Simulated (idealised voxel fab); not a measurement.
process module | voxel gate over fins
The figure presents cross-section cut, which has a width of 165 nm and is divided into square cells with an edge length of 5 nm.
This document writes a cross-section as a grid whose cells are square, and gives it as bands, listed from the top down; one or more rows of cells form a band.
Read a band's entry like this: the first values are the height of its top and the height of its bottom in nm, and what follows is the sequence of materials from left to right, each with its width in nm. Note that "blank" is empty space, and that a single material marked "throughout" reaches across the band from edge to edge.
A quick word on heights: they are counted from 0, and under that level the wafer as it came to us is one material throughout. The lowest band is different from the rest in having no bottom; it simply continues downward, written as in "0 and below".
Top row gets the first number, bottom row gets the second, and each row in between changes by the same step: that is how a band width like "30 to 40" works.
Where a step carries "no alterations made", the cross-section came out of it unchanged, cell for cell.
Heads up: "Encapsulated voids" only lists the empty pockets with no open path to the top that are 8 cells or more, and it writes them as width x height at distance, distance from the left edge, in nm.
Anything after a step's settings on that line? It's the simulator's own note about the step.
The line of a step may include "overlay nm". On a step with a mask, this value is how far to the right of its planned place the mask lay. A negative value means the mask lay to the left.

**The planned process steps are enumerated hereunder**
- 1: RECEIVE,material Si
- 2: CONFORMAL_DEP,material SiN,thk nm 5
- 3: MASKED_ETCH,tone cover,mask id FINS,width nm 15,pitch nm 55,etch materials SiN,depth nm 5,overlay nm 0
- 4: MASKED_ETCH,tone cover,mask id FINS,width nm 15,pitch nm 55,etch materials Si,depth nm 40,overlay nm 0
- 5: OXIDIZE,depth nm 5
- 6: FILL_DEP,material SiO2,thk nm 15
- 7: CMP,height nm 5
- 8: PATTERN,tone open,mask id RAIL,material resist,width nm 15,thk nm 15,overlay nm 0
- 9: DIRECTIONAL_ETCH,etch materials SiO2,depth nm 40
- 10: STRIP,etch materials resist
- 11: CONFORMAL_DEP,material TiN,thk nm 5
- 12: FILL_DEP,material W,thk nm 5
- 13: CMP,height nm 5
- 14: SELECTIVE_ETCH,etch materials W Ru TiN,depth nm 25
- 15: FILL_DEP,material SiO2,thk nm 5
- 16: CMP,height nm 5
- 17: SELECTIVE_ETCH,etch materials SiO2,depth nm 15
- 18: STRIP,etch materials SiN
- 19: CONFORMAL_DEP,material HfO2,thk nm 5
- 20: CONFORMAL_DEP,material TiN,thk nm 5
- 21: CONFORMAL_DEP,material TiAl,thk nm 5
- 22: CONFORMAL_DEP,material TiN,thk nm 5
- 23: FILL_DEP,material W,thk nm 15
- 24: CMP,height nm 30
- 25: CONFORMAL_DEP,material SiN,thk nm 5

**Below: the first of two wafers, run as planned**

**Cross-section of the wafer upon arrival, representing the state reached after step 1**
  0 and below | Si throughout
  Encapsulated voids: none

**Cross-sectional representation of the wafer at the conclusion of step 2**
  5 down to 0 | SiN throughout
  Under the height 0 nothing was changed.

**Cross-sectional representation of the wafer at the conclusion of step 3**
  5 down to 0 | 45 nm blank | 15 nm SiN | 40 nm blank | 15 nm SiN | 50 nm blank
  Under the height 0 nothing was changed.

**Cross-sectional representation of the wafer at the conclusion of step 4**
  5 down to 0 | 45 nm blank | 15 nm SiN | 40 nm blank | 15 nm SiN | 50 nm blank
  0 down to -40 | 45 nm blank | 15 nm Si | 40 nm blank | 15 nm Si | 50 nm blank
  Under the height -40 nothing was changed.

**Cross-sectional representation of the wafer at the conclusion of step 5**
  5 down to 0 | 45 nm blank | 15 nm SiN | 40 nm blank | 15 nm SiN | 50 nm blank
  0 down to -40 | 45 nm blank | 5 nm SiO2 | 5 nm Si | 5 nm SiO2 | 40 nm blank | 5 nm SiO2 | 5 nm Si | 5 nm SiO2 | 50 nm blank
  -40 down to -45 | 50 nm SiO2 | 5 nm Si | 50 nm SiO2 | 5 nm Si | 55 nm SiO2
  Under the height -45 nothing was changed.

**Cross-sectional representation of the wafer at the conclusion of step 6**
  20 down to 5 | SiO2 throughout
  5 down to 0 | 45 nm SiO2 | 15 nm SiN | 40 nm SiO2 | 15 nm SiN | 50 nm SiO2
  0 down to -45 | 50 nm SiO2 | 5 nm Si | 50 nm SiO2 | 5 nm Si | 55 nm SiO2
  Under the height -45 nothing was changed.

**Cross-sectional representation of the wafer at the conclusion of step 7**
  5 down to 0 | 45 nm SiO2 | 15 nm SiN | 40 nm SiO2 | 15 nm SiN | 50 nm SiO2
  Under the height 0 nothing was changed.

**Cross-sectional representation of the wafer at the conclusion of step 8**
  20 down to 5 | 70 nm resist | 15 nm blank | 80 nm resist
  Under the height 5 nothing was changed.

**Cross-sectional representation of the wafer at the conclusion of step 9**
  20 down to 5 | 70 nm resist | 15 nm blank | 80 nm resist
  5 down to 0 | 45 nm SiO2 | 15 nm SiN | 10 nm SiO2 | 15 nm blank | 15 nm SiO2 | 15 nm SiN | 50 nm SiO2
  0 down to -35 | 50 nm SiO2 | 5 nm Si | 15 nm SiO2 | 15 nm blank | 20 nm SiO2 | 5 nm Si | 55 nm SiO2
  Under the height -35 nothing was changed.

**Cross-sectional representation of the wafer at the conclusion of step 10**
  5 down to 0 | 45 nm SiO2 | 15 nm SiN | 10 nm SiO2 | 15 nm blank | 15 nm SiO2 | 15 nm SiN | 50 nm SiO2
  Under the height 0 nothing was changed.

**Cross-sectional representation of the wafer at the conclusion of step 11**
  10 down to 5 | 75 nm TiN | 5 nm blank | 85 nm TiN
  5 down to 0 | 45 nm SiO2 | 15 nm SiN | 10 nm SiO2 | 5 nm TiN | 5 nm blank | 5 nm TiN | 15 nm SiO2 | 15 nm SiN | 50 nm SiO2
  0 down to -30 | 50 nm SiO2 | 5 nm Si | 15 nm SiO2 | 5 nm TiN | 5 nm blank | 5 nm TiN | 20 nm SiO2 | 5 nm Si | 55 nm SiO2
  -30 down to -35 | 50 nm SiO2 | 5 nm Si | 15 nm SiO2 | 15 nm TiN | 20 nm SiO2 | 5 nm Si | 55 nm SiO2
  Under the height -35 nothing was changed.

**Cross-sectional representation of the wafer at the conclusion of step 12**
  15 down to 10 | W throughout
  10 down to 5 | 75 nm TiN | 5 nm W | 85 nm TiN
  5 down to 0 | 45 nm SiO2 | 15 nm SiN | 10 nm SiO2 | 5 nm TiN | 5 nm W | 5 nm TiN | 15 nm SiO2 | 15 nm SiN | 50 nm SiO2
  0 down to -30 | 50 nm SiO2 | 5 nm Si | 15 nm SiO2 | 5 nm TiN | 5 nm W | 5 nm TiN | 20 nm SiO2 | 5 nm Si | 55 nm SiO2
  Under the height -30 nothing was changed.

**Cross-sectional representation of the wafer at the conclusion of step 13**
  5 down to 0 | 45 nm SiO2 | 15 nm SiN | 10 nm SiO2 | 5 nm TiN | 5 nm W | 5 nm TiN | 15 nm SiO2 | 15 nm SiN | 50 nm SiO2
  Under the height 0 nothing was changed.

**Cross-sectional representation of the wafer at the conclusion of step 14**
  5 down to 0 | 45 nm SiO2 | 15 nm SiN | 10 nm SiO2 | 15 nm blank | 15 nm SiO2 | 15 nm SiN | 50 nm SiO2
  0 down to -20 | 50 nm SiO2 | 5 nm Si | 15 nm SiO2 | 15 nm blank | 20 nm SiO2 | 5 nm Si | 55 nm SiO2
  Under the height -20 nothing was changed.

**Cross-sectional representation of the wafer at the conclusion of step 15**
  10 down to 5 | SiO2 throughout
  5 down to 0 | 45 nm SiO2 | 15 nm SiN | 40 nm SiO2 | 15 nm SiN | 50 nm SiO2
  0 down to -20 | 50 nm SiO2 | 5 nm Si | 50 nm SiO2 | 5 nm Si | 55 nm SiO2
  Under the height -20 nothing was changed.

**Cross-sectional representation of the wafer at the conclusion of step 16**
  5 down to 0 | 45 nm SiO2 | 15 nm SiN | 40 nm SiO2 | 15 nm SiN | 50 nm SiO2
  Under the height 0 nothing was changed.

**Cross-sectional representation of the wafer at the conclusion of step 17**
  5 down to 0 | 45 nm blank | 15 nm SiN | 40 nm blank | 15 nm SiN | 50 nm blank
  0 down to -10 | 50 nm blank | 5 nm Si | 50 nm blank | 5 nm Si | 55 nm blank
  Under the height -10 nothing was changed.

**Cross-sectional representation of the wafer at the conclusion of step 18**
  0 down to -10 | 50 nm blank | 5 nm Si | 50 nm blank | 5 nm Si | 55 nm blank
  Under the height -10 nothing was changed.

**Cross-sectional representation of the wafer at the conclusion of step 19**
  5 down to 0 | 45 nm blank | 15 nm HfO2 | 40 nm blank | 15 nm HfO2 | 50 nm blank
  0 down to -5 | 45 nm blank | 5 nm HfO2 | 5 nm Si | 5 nm HfO2 | 40 nm blank | 5 nm HfO2 | 5 nm Si | 5 nm HfO2 | 50 nm blank
  -5 down to -10 | 50 nm HfO2 | 5 nm Si | 50 nm HfO2 | 5 nm Si | 55 nm HfO2
  Under the height -10 nothing was changed.

**Cross-sectional representation of the wafer at the conclusion of step 20**
  10 down to 5 | 40 nm blank | 25 nm TiN | 30 nm blank | 25 nm TiN | 45 nm blank
  5 down to 0 | 40 nm blank | 5 nm TiN | 15 nm HfO2 | 5 nm TiN | 30 nm blank | 5 nm TiN | 15 nm HfO2 | 5 nm TiN | 45 nm blank
  0 down to -5 | 45 nm TiN | 5 nm HfO2 | 5 nm Si | 5 nm HfO2 | 40 nm TiN | 5 nm HfO2 | 5 nm Si | 5 nm HfO2 | 50 nm TiN
  Under the height -5 nothing was changed.

**Cross-sectional representation of the wafer at the conclusion of step 21**
  15 down to 10 | 35 nm blank | 35 nm TiAl | 20 nm blank | 35 nm TiAl | 40 nm blank
  10 down to 5 | 35 nm blank | 5 nm TiAl | 25 nm TiN | 5 nm TiAl | 20 nm blank | 5 nm TiAl | 25 nm TiN | 5 nm TiAl | 40 nm blank
  5 down to 0 | 40 nm TiAl | 5 nm TiN | 15 nm HfO2 | 5 nm TiN | 30 nm TiAl | 5 nm TiN | 15 nm HfO2 | 5 nm TiN | 45 nm TiAl
  Under the height 0 nothing was changed.

**Cross-sectional representation of the wafer at the conclusion of step 22**
  20 down to 15 | 30 nm blank | 45 nm TiN | 10 nm blank | 45 nm TiN | 35 nm blank
  15 down to 10 | 30 nm blank | 5 nm TiN | 35 nm TiAl | 5 nm TiN | 10 nm blank | 5 nm TiN | 35 nm TiAl | 5 nm TiN | 35 nm blank
  10 down to 5 | 35 nm TiN | 5 nm TiAl | 25 nm TiN | 5 nm TiAl | 20 nm TiN | 5 nm TiAl | 25 nm TiN | 5 nm TiAl | 40 nm TiN
  Under the height 5 nothing was changed.

**Cross-sectional representation of the wafer at the conclusion of step 23**
  35 down to 20 | W throughout
  20 down to 15 | 30 nm W | 45 nm TiN | 10 nm W | 45 nm TiN | 35 nm W
  15 down to 10 | 30 nm W | 5 nm TiN | 35 nm TiAl | 5 nm TiN | 10 nm W | 5 nm TiN | 35 nm TiAl | 5 nm TiN | 35 nm W
  Under the height 10 nothing was changed.

**Cross-sectional representation of the wafer at the conclusion of step 24**
  30 down to 20 | W throughout
  Under the height 20 nothing was changed.

**Cross-sectional representation of the wafer at the conclusion of step 25**
  35 down to 30 | SiN throughout
  Under the height 30 nothing was changed.

**Wafer two. Identical start, identical plan. One mistake in execution. Identical history through step 16**

**The second wafer cut through, at the time step 17 was supposed to be finished**
  5 down to 0 | 45 nm blank | 15 nm SiN | 40 nm blank | 15 nm SiN | 50 nm blank
  0 down to -20 | 50 nm blank | 5 nm Si | 50 nm blank | 5 nm Si | 55 nm blank
  -20 down to -25 | 50 nm blank | 5 nm Si | 15 nm blank | 5 nm TiN | 5 nm W | 5 nm TiN | 20 nm blank | 5 nm Si | 55 nm blank
  Under the height -25 nothing was changed.

**The second wafer cut through, at the time step 18 was supposed to be finished**
  0 down to -20 | 50 nm blank | 5 nm Si | 50 nm blank | 5 nm Si | 55 nm blank
  Under the height -20 nothing was changed.

**The second wafer cut through, at the time step 19 was supposed to be finished**
  5 down to 0 | 45 nm blank | 15 nm HfO2 | 40 nm blank | 15 nm HfO2 | 50 nm blank
  0 down to -15 | 45 nm blank | 5 nm HfO2 | 5 nm Si | 5 nm HfO2 | 40 nm blank | 5 nm HfO2 | 5 nm Si | 5 nm HfO2 | 50 nm blank
  -15 down to -20 | 45 nm blank | 5 nm HfO2 | 5 nm Si | 5 nm HfO2 | 5 nm blank | 25 nm HfO2 | 10 nm blank | 5 nm HfO2 | 5 nm Si | 5 nm HfO2 | 50 nm blank
  -20 down to -25 | 50 nm HfO2 | 5 nm Si | 15 nm HfO2 | 5 nm TiN | 5 nm W | 5 nm TiN | 20 nm HfO2 | 5 nm Si | 55 nm HfO2
  Under the height -25 nothing was changed.

**The second wafer cut through, at the time step 20 was supposed to be finished**
  10 down to 5 | 40 nm blank | 25 nm TiN | 30 nm blank | 25 nm TiN | 45 nm blank
  5 down to 0 | 40 nm blank | 5 nm TiN | 15 nm HfO2 | 5 nm TiN | 30 nm blank | 5 nm TiN | 15 nm HfO2 | 5 nm TiN | 45 nm blank
  0 down to -10 | 40 nm blank | 5 nm TiN | 5 nm HfO2 | 5 nm Si | 5 nm HfO2 | 5 nm TiN | 30 nm blank | 5 nm TiN | 5 nm HfO2 | 5 nm Si | 5 nm HfO2 | 5 nm TiN | 45 nm blank
  -10 down to -15 | 40 nm blank | 5 nm TiN | 5 nm HfO2 | 5 nm Si | 5 nm HfO2 | 40 nm TiN | 5 nm HfO2 | 5 nm Si | 5 nm HfO2 | 5 nm TiN | 45 nm blank
  -15 down to -20 | 45 nm TiN | 5 nm HfO2 | 5 nm Si | 5 nm HfO2 | 5 nm TiN | 25 nm HfO2 | 10 nm TiN | 5 nm HfO2 | 5 nm Si | 5 nm HfO2 | 50 nm TiN
  Under the height -20 nothing was changed.

**The second wafer cut through, at the time step 21 was supposed to be finished**
  15 down to 10 | 35 nm blank | 35 nm TiAl | 20 nm blank | 35 nm TiAl | 40 nm blank
  10 down to 5 | 35 nm blank | 5 nm TiAl | 25 nm TiN | 5 nm TiAl | 20 nm blank | 5 nm TiAl | 25 nm TiN | 5 nm TiAl | 40 nm blank
  5 down to 0 | 35 nm blank | 5 nm TiAl | 5 nm TiN | 15 nm HfO2 | 5 nm TiN | 5 nm TiAl | 20 nm blank | 5 nm TiAl | 5 nm TiN | 15 nm HfO2 | 5 nm TiN | 5 nm TiAl | 40 nm blank
  0 down to -5 | 35 nm blank | 5 nm TiAl | 5 nm TiN | 5 nm HfO2 | 5 nm Si | 5 nm HfO2 | 5 nm TiN | 5 nm TiAl | 20 nm blank | 5 nm TiAl | 5 nm TiN | 5 nm HfO2 | 5 nm Si | 5 nm HfO2 | 5 nm TiN | 5 nm TiAl | 40 nm blank
  -5 down to -10 | 35 nm blank | 5 nm TiAl | 5 nm TiN | 5 nm HfO2 | 5 nm Si | 5 nm HfO2 | 5 nm TiN | 30 nm TiAl | 5 nm TiN | 5 nm HfO2 | 5 nm Si | 5 nm HfO2 | 5 nm TiN | 5 nm TiAl | 40 nm blank
  -10 down to -15 | 40 nm TiAl | 5 nm TiN | 5 nm HfO2 | 5 nm Si | 5 nm HfO2 | 40 nm TiN | 5 nm HfO2 | 5 nm Si | 5 nm HfO2 | 5 nm TiN | 45 nm TiAl
  Under the height -15 nothing was changed.

**The second wafer cut through, at the time step 22 was supposed to be finished**
  20 down to 15 | 30 nm blank | 45 nm TiN | 10 nm blank | 45 nm TiN | 35 nm blank
  15 down to 10 | 30 nm blank | 5 nm TiN | 35 nm TiAl | 5 nm TiN | 10 nm blank | 5 nm TiN | 35 nm TiAl | 5 nm TiN | 35 nm blank
  10 down to 5 | 30 nm blank | 5 nm TiN | 5 nm TiAl | 25 nm TiN | 5 nm TiAl | 5 nm TiN | 10 nm blank | 5 nm TiN | 5 nm TiAl | 25 nm TiN | 5 nm TiAl | 5 nm TiN | 35 nm blank
  5 down to 0 | 30 nm blank | 5 nm TiN | 5 nm TiAl | 5 nm TiN | 15 nm HfO2 | 5 nm TiN | 5 nm TiAl | 5 nm TiN | 10 nm blank | 5 nm TiN | 5 nm TiAl | 5 nm TiN | 15 nm HfO2 | 5 nm TiN | 5 nm TiAl | 5 nm TiN | 35 nm blank
  0 down to -5 | 30 nm blank | 5 nm TiN | 5 nm TiAl | 5 nm TiN | 5 nm HfO2 | 5 nm Si | 5 nm HfO2 | 5 nm TiN | 5 nm TiAl | 20 nm TiN | 5 nm TiAl | 5 nm TiN | 5 nm HfO2 | 5 nm Si | 5 nm HfO2 | 5 nm TiN | 5 nm TiAl | 5 nm TiN | 35 nm blank
  -5 down to -10 | 35 nm TiN | 5 nm TiAl | 5 nm TiN | 5 nm HfO2 | 5 nm Si | 5 nm HfO2 | 5 nm TiN | 30 nm TiAl | 5 nm TiN | 5 nm HfO2 | 5 nm Si | 5 nm HfO2 | 5 nm TiN | 5 nm TiAl | 40 nm TiN
  Under the height -10 nothing was changed.

**The second wafer cut through, at the time step 23 was supposed to be finished**
  35 down to 20 | W throughout
  20 down to 15 | 30 nm W | 45 nm TiN | 10 nm W | 45 nm TiN | 35 nm W
  15 down to 10 | 30 nm W | 5 nm TiN | 35 nm TiAl | 5 nm TiN | 10 nm W | 5 nm TiN | 35 nm TiAl | 5 nm TiN | 35 nm W
  10 down to 5 | 30 nm W | 5 nm TiN | 5 nm TiAl | 25 nm TiN | 5 nm TiAl | 5 nm TiN | 10 nm W | 5 nm TiN | 5 nm TiAl | 25 nm TiN | 5 nm TiAl | 5 nm TiN | 35 nm W
  5 down to 0 | 30 nm W | 5 nm TiN | 5 nm TiAl | 5 nm TiN | 15 nm HfO2 | 5 nm TiN | 5 nm TiAl | 5 nm TiN | 10 nm W | 5 nm TiN | 5 nm TiAl | 5 nm TiN | 15 nm HfO2 | 5 nm TiN | 5 nm TiAl | 5 nm TiN | 35 nm W
  0 down to -5 | 30 nm W | 5 nm TiN | 5 nm TiAl | 5 nm TiN | 5 nm HfO2 | 5 nm Si | 5 nm HfO2 | 5 nm TiN | 5 nm TiAl | 20 nm TiN | 5 nm TiAl | 5 nm TiN | 5 nm HfO2 | 5 nm Si | 5 nm HfO2 | 5 nm TiN | 5 nm TiAl | 5 nm TiN | 35 nm W
  Under the height -5 nothing was changed.

**The second wafer cut through, at the time step 24 was supposed to be finished**
  30 down to 20 | W throughout
  Under the height 20 nothing was changed.

**The second wafer cut through, at the time step 25 was supposed to be finished**
  35 down to 30 | SiN throughout
  Under the height 30 nothing was changed.
Run error: step 17 of the plan was executed twice over
The closing comparison, in cells, has the second wafer with more or fewer of some materials than the first: 14 more of HfO2 | 90 fewer of SiO2 | 10 more of TiAl | 23 more of TiN | 43 more of W
